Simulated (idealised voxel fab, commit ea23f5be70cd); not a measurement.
process module | voxel gate over fins
cross-section cut | 145 nm wide | cells 5 nm
Throughout this document, each cross-section is represented as a grid of square cells and is presented as a sequence of bands enumerated from the top downward, where a band comprises one or more rows of cells. Look at the band entry: it leads with the top's height and the bottom's height in nm. Then it lists the materials left to right, with a width in nm for each. The word "all across" on a single material says that material fills the band edge to edge. The word "empty" is empty space. Convention: height 0 is the level below which the wafer, as received, is all one material. The lowest band does not terminate at the bottom but continues downward, represented as "0 nm and below". Width "30..40": first value at the band's top row of cells, second value at its bottom row, equal change from row to row. No cell of the cross-section changed in a step that is given as "stayed the same". In "Cavities, sealed" the enclosed voids are listed, meaning empty spaces of 8 cells or larger without any opening to the top. The form is width x height at distance, distance from the left edge, units nm. Read whatever lies past the settings on a step's line as the simulator's own remark about the step. If you see "overlay nm" on a step's line and that step has a mask, it's telling you how far right of where it was planned the mask ended up; a negative number means it went left instead.

### Process steps foreseen in the plan
- 1: RECEIVE (material Si)
- 2: CONFORMAL_DEP (material SiN; thk nm 5)
- 3: PATTERN (tone cover; mask id FINS; material resist; width nm 15; pitch nm 35; thk nm 20; overlay nm -15)
- 4: DIRECTIONAL_ETCH (etch materials SiN; depth nm 5)
- 5: DIRECTIONAL_ETCH (etch materials Si; depth nm 30)
- 6: STRIP (etch materials resist)
- 7: OXIDIZE (depth nm 5)
- 8: FILL_DEP (material SiO2; thk nm 15)
- 9: CMP (height nm 5)
- 10: SELECTIVE_ETCH (etch materials SiO2; depth nm 15)
- 11: STRIP (etch materials SiN)
- 12: CONFORMAL_DEP (material HfO2; thk nm 5)
- 13: CONFORMAL_DEP (material TiN; thk nm 5)
- 14: FILL_DEP (material W; thk nm 15)
- 15: CMP (height nm 20)
- 16: CONFORMAL_DEP (material SiN; thk nm 5)
varied across the wafers: overlay nm of step 3. The plan shows the first wafer's value. All wafers start alike

### As received, i.e. after step 1: cross-section through the first of several wafers
  0 nm and below | Si all across
  Cavities, sealed: none

### Heads up, this table goes wafer by wafer. A row tells you, at the end of the module, how many cells of each material that wafer has put on (+) or dropped (-) since it was received, and then its closed voids
overlay nm -15; +41 HfO2; -182 Si; +29 SiN; +130 SiO2; +41 TiN; +86 W; Cavities, sealed: none
overlay nm -10; +41 HfO2; -182 Si; +29 SiN; +130 SiO2; +41 TiN; +86 W; Cavities, sealed: none
overlay nm -5; +41 HfO2; -182 Si; +29 SiN; +130 SiO2; +41 TiN; +86 W; Cavities, sealed: none
overlay nm 0; +41 HfO2; -182 Si; +29 SiN; +130 SiO2; +41 TiN; +86 W; Cavities, sealed: none
overlay nm 5; +41 HfO2; -182 Si; +29 SiN; +130 SiO2; +41 TiN; +86 W; Cavities, sealed: none
overlay nm 10; +41 HfO2; -182 Si; +29 SiN; +130 SiO2; +41 TiN; +86 W; Cavities, sealed: none
overlay nm 15; +41 HfO2; -182 Si; +29 SiN; +130 SiO2; +41 TiN; +86 W; Cavities, sealed: none
